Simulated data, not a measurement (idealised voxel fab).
The process module that follows is named voxel self aligned contacts.
Shown is cross-section cut, with a width of 210 nm and square cells of size 5 nm.
This document writes a cross-section as a grid whose cells are square, and gives it as bands, listed from the top down; one or more rows of cells form a band.
Band: top and bottom heights (nm) first, top before bottom; then materials from left to right, widths in nm. "full width" marks a sole material filling the band edge to edge. "air" denotes empty space.
Note: height 0 marks the level under which the wafer is uniformly one material as received. Lowest band unbounded below, written "0..down".
Width "30 to 40": first value at the band's top row of cells, second value at its bottom row, equal change from row to row.
"nothing was modified" means the step left every cell of the cross-section as it was.
In "Sealed voids" the enclosed voids are listed, meaning empty spaces of 8 cells or larger without any opening to the top. The form is width x height at distance, distance from the left edge, units nm.
Text after the settings on a step's line: the simulator's own remark on that step.
overlay nm: how far to the right of its planned place the mask lay on this masked step (negative: to the left).

Intended process steps
| 1 | RECEIVE: material Si |
| 2 | OXIDIZE: depth nm 5 |
| 3 | DIRECTIONAL_DEP: material polySi, thk nm 30 |
| 4 | DIRECTIONAL_DEP: material SiN, thk nm 15 |
| 5 | DIRECTIONAL_DEP: material aC, thk nm 10 |
| 6 | PATTERN: tone cover, mask id GATE, material resist, width nm 25, pitch nm 55, thk nm 25, overlay nm 0 |
| 7 | DIRECTIONAL_ETCH: etch materials aC, depth nm 10 |
| 8 | STRIP: etch materials resist |
| 9 | DIRECTIONAL_ETCH: etch materials SiN, depth nm 15 |
| 10 | DIRECTIONAL_ETCH: etch materials polySi, depth nm 30 |
| 11 | STRIP: etch materials aC |
| 12 | CONFORMAL_DEP: material SiN, thk nm 5 |
| 13 | DIRECTIONAL_ETCH: etch materials SiN, depth nm 5 |
| 14 | FILL_DEP: material SiO2, thk nm 15 |
| 15 | CMP: height nm 55 |
| 16 | PATTERN: tone open, mask id CONTACT, material resist, width nm 40, pitch nm 55, thk nm 20, overlay nm 0 |
| 17 | DIRECTIONAL_ETCH: etch materials SiO2, depth nm 60 |
| 18 | STRIP: etch materials resist |
| 19 | CONFORMAL_DEP: material TiN, thk nm 5 |
| 20 | FILL_DEP: material Ru, thk nm 10 |
| 21 | CMP: height nm 55 |
| 22 | CONFORMAL_DEP: material SiN, thk nm 5 |

First of two wafers: run as planned

Received-state cross-section, reflecting completion of step 1
> 0..down: Si full width
> Sealed voids: none

Presented here is a cross-section of the wafer after step 2 has been performed
> 0..-5: SiO2 full width
> All layers under -5 are left as they were.

Presented here is a cross-section of the wafer after step 3 has been performed
> 30..0: polySi full width
> All layers under 0 are left as they were.

Presented here is a cross-section of the wafer after step 4 has been performed
> 45..30: SiN full width
> All layers under 30 are left as they were.

Presented here is a cross-section of the wafer after step 5 has been performed
> 55..45: aC full width
> All layers under 45 are left as they were.

Presented here is a cross-section of the wafer after step 6 has been performed
> 80..55: air (35) | resist (25) | air (30) | resist (25) | air (30) | resist (25) | air (40)
> All layers under 55 are left as they were.

Presented here is a cross-section of the wafer after step 7 has been performed
> 70..55: air (35) | resist (25) | air (30) | resist (25) | air (30) | resist (25) | air (40)
> 55..45: air (35) | aC (25) | air (30) | aC (25) | air (30) | aC (25) | air (40)
> All layers under 45 are left as they were.

Presented here is a cross-section of the wafer after step 8 has been performed
> 55..45: air (35) | aC (25) | air (30) | aC (25) | air (30) | aC (25) | air (40)
> All layers under 45 are left as they were.

Presented here is a cross-section of the wafer after step 9 has been performed
> 55..45: air (35) | aC (25) | air (30) | aC (25) | air (30) | aC (25) | air (40)
> 45..30: air (35) | SiN (25) | air (30) | SiN (25) | air (30) | SiN (25) | air (40)
> All layers under 30 are left as they were.

Presented here is a cross-section of the wafer after step 10 has been performed
> 55..45: air (35) | aC (25) | air (30) | aC (25) | air (30) | aC (25) | air (40)
> 45..30: air (35) | SiN (25) | air (30) | SiN (25) | air (30) | SiN (25) | air (40)
> 30..0: air (35) | polySi (25) | air (30) | polySi (25) | air (30) | polySi (25) | air (40)
> All layers under 0 are left as they were.

Presented here is a cross-section of the wafer after step 11 has been performed
> 45..30: air (35) | SiN (25) | air (30) | SiN (25) | air (30) | SiN (25) | air (40)
> All layers under 30 are left as they were.

Presented here is a cross-section of the wafer after step 12 has been performed
> 50..30: air (30) | SiN (35) | air (20) | SiN (35) | air (20) | SiN (35) | air (35)
> 30..5: air (30) | SiN (5) | polySi (25) | SiN (5) | air (20) | SiN (5) | polySi (25) | SiN (5) | air (20) | SiN (5) | polySi (25) | SiN (5) | air (35)
> 5..0: SiN (35) | polySi (25) | SiN (30) | polySi (25) | SiN (30) | polySi (25) | SiN (40)
> All layers under 0 are left as they were.

Presented here is a cross-section of the wafer after step 13 has been performed
> 45..30: air (30) | SiN (35) | air (20) | SiN (35) | air (20) | SiN (35) | air (35)
> 30..0: air (30) | SiN (5) | polySi (25) | SiN (5) | air (20) | SiN (5) | polySi (25) | SiN (5) | air (20) | SiN (5) | polySi (25) | SiN (5) | air (35)
> All layers under 0 are left as they were.

Presented here is a cross-section of the wafer after step 14 has been performed
> 60..45: SiO2 full width
> 45..30: SiO2 (30) | SiN (35) | SiO2 (20) | SiN (35) | SiO2 (20) | SiN (35) | SiO2 (35)
> 30..0: SiO2 (30) | SiN (5) | polySi (25) | SiN (5) | SiO2 (20) | SiN (5) | polySi (25) | SiN (5) | SiO2 (20) | SiN (5) | polySi (25) | SiN (5) | SiO2 (35)
> All layers under 0 are left as they were.

Presented here is a cross-section of the wafer after step 15 has been performed
> 55..45: SiO2 full width
> All layers under 45 are left as they were.

Presented here is a cross-section of the wafer after step 16 has been performed
> 75..55: resist (55) | air (40) | resist (15) | air (40) | resist (60)
> All layers under 55 are left as they were.

Presented here is a cross-section of the wafer after step 17 has been performed
> 75..55: resist (55) | air (40) | resist (15) | air (40) | resist (60)
> 55..45: SiO2 (55) | air (40) | SiO2 (15) | air (40) | SiO2 (60)
> 45..30: SiO2 (30) | SiN (35) | air (20) | SiN (35) | air (20) | SiN (35) | SiO2 (35)
> 30..0: SiO2 (30) | SiN (5) | polySi (25) | SiN (5) | air (20) | SiN (5) | polySi (25) | SiN (5) | air (20) | SiN (5) | polySi (25) | SiN (5) | SiO2 (35)
> 0..-5: SiO2 (65) | air (20) | SiO2 (35) | air (20) | SiO2 (70)
> All layers under -5 are left as they were.

Presented here is a cross-section of the wafer after step 18 has been performed
> 55..45: SiO2 (55) | air (40) | SiO2 (15) | air (40) | SiO2 (60)
> All layers under 45 are left as they were.

Presented here is a cross-section of the wafer after step 19 has been performed
> 60..55: TiN (60) | air (30) | TiN (25) | air (30) | TiN (65)
> 55..45: SiO2 (55) | TiN (5 to 15) | air (30 to 10) | TiN (5 to 15) | SiO2 (15) | TiN (5 to 15) | air (30 to 10) | TiN (5 to 15) | SiO2 (60)
> 45..30: SiO2 (30) | SiN (35) | TiN (5) | air (10) | TiN (5) | SiN (35) | TiN (5) | air (10) | TiN (5) | SiN (35) | SiO2 (35)
> 30..0: SiO2 (30) | SiN (5) | polySi (25) | SiN (5) | TiN (5) | air (10) | TiN (5) | SiN (5) | polySi (25) | SiN (5) | TiN (5) | air (10) | TiN (5) | SiN (5) | polySi (25) | SiN (5) | SiO2 (35)
> 0..-5: SiO2 (65) | TiN (20) | SiO2 (35) | TiN (20) | SiO2 (70)
> All layers under -5 are left as they were.

Presented here is a cross-section of the wafer after step 20 has been performed
> 70..60: Ru full width
> 60..55: TiN (60) | Ru (30) | TiN (25) | Ru (30) | TiN (65)
> 55..45: SiO2 (55) | TiN (5 to 15) | Ru (30 to 10) | TiN (5 to 15) | SiO2 (15) | TiN (5 to 15) | Ru (30 to 10) | TiN (5 to 15) | SiO2 (60)
> 45..30: SiO2 (30) | SiN (35) | TiN (5) | Ru (10) | TiN (5) | SiN (35) | TiN (5) | Ru (10) | TiN (5) | SiN (35) | SiO2 (35)
> 30..0: SiO2 (30) | SiN (5) | polySi (25) | SiN (5) | TiN (5) | Ru (10) | TiN (5) | SiN (5) | polySi (25) | SiN (5) | TiN (5) | Ru (10) | TiN (5) | SiN (5) | polySi (25) | SiN (5) | SiO2 (35)
> All layers under 0 are left as they were.

Presented here is a cross-section of the wafer after step 21 has been performed
> 55..45: SiO2 (55) | TiN (5 to 15) | Ru (30 to 10) | TiN (5 to 15) | SiO2 (15) | TiN (5 to 15) | Ru (30 to 10) | TiN (5 to 15) | SiO2 (60)
> All layers under 45 are left as they were.

Presented here is a cross-section of the wafer after step 22 has been performed
> 60..55: SiN full width
> All layers under 55 are left as they were.

Okay, second wafer. Nothing different at the start, nothing different in the plan, just one mistake somewhere in the running. As far as step 21, counting that step, it's the first wafer all over again

At the planned end of step 22, the second wafer in cross-section
> 60..55: Ru full width
> All layers under 55 are left as they were.
Want to know what went wrong? in deviation from the planned setting, step 22 was conducted as CONFORMAL_DEP: material Ru, thk nm 5
End of process, cell counts, second wafer against first, materials with more or fewer: 42 more of Ru | 42 fewer of SiN
